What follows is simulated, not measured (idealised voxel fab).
Process module in this document: voxel lift off
We display cut, a cross-section 250 nm in width whose square cells are each 5 nm.
Throughout this document, each cross-section is represented as a grid of square cells and is presented as a sequence of bands enumerated from the top downward, where a band comprises one or more rows of cells.
First you get the band's top height and its bottom height, in nm, and then the materials it's made of, left to right, with each width in nm. If you see a single material with "everywhere", that one covers the band edge to edge. "empty" is empty space.
Below 0: as-received wafer, all one material; heights counted from there. Lowest band: no bottom, goes on down, written "0 -> down".
You'd read "30 to 40" like this: the band's top row of cells is as wide as the first number, its bottom row is as wide as the second, and going down, every row changes width by the same amount as the row before did.
When a step is marked "same as before", none of the cells in the cross-section changed during that step.
In the "closed voids" entry, you get each enclosed empty space of 8 cells or more, one with no open way to the top, written width x height at distance, distance from the left edge, in nm.
Text after the settings on a step's line: the simulator's own remark on that step.
overlay nm: step with mask; distance mask lay right of planned place; negative value = left of planned place.

-- plan
1,RECEIVE [material Si]
2,CONFORMAL_DEP [material SiO2] [thk nm 10]
3,PATTERN [tone open] [mask id LINES] [material resist] [width nm 15] [pitch nm 40] [thk nm 25] [overlay nm 0]
4,DIRECTIONAL_DEP [material Ru] [thk nm 15]
5,STRIP [etch materials resist]
6,CONFORMAL_DEP [material SiO2] [thk nm 5]
Across this set of wafers, the varied parameter is the width nm of step 3. Starting conditions are identical for every wafer, and the plan reports the value assigned to the first wafer.

-- Cross-section of the first of several wafers on receipt, reflecting completion of step 1
> 0 -> down | Si everywhere
> closed voids: none

-- Here is how to read the rows: every wafer has a row, and it shows the wafer at the end of the module, giving for each material how many cells were gained (+) or lost (-) since the wafer was received, then listing its closed voids
width nm 15; +36 Ru; +174 SiO2; closed voids: none
width nm 20; +48 Ru; +174 SiO2; closed voids: none
width nm 25; +60 Ru; +174 SiO2; closed voids: none
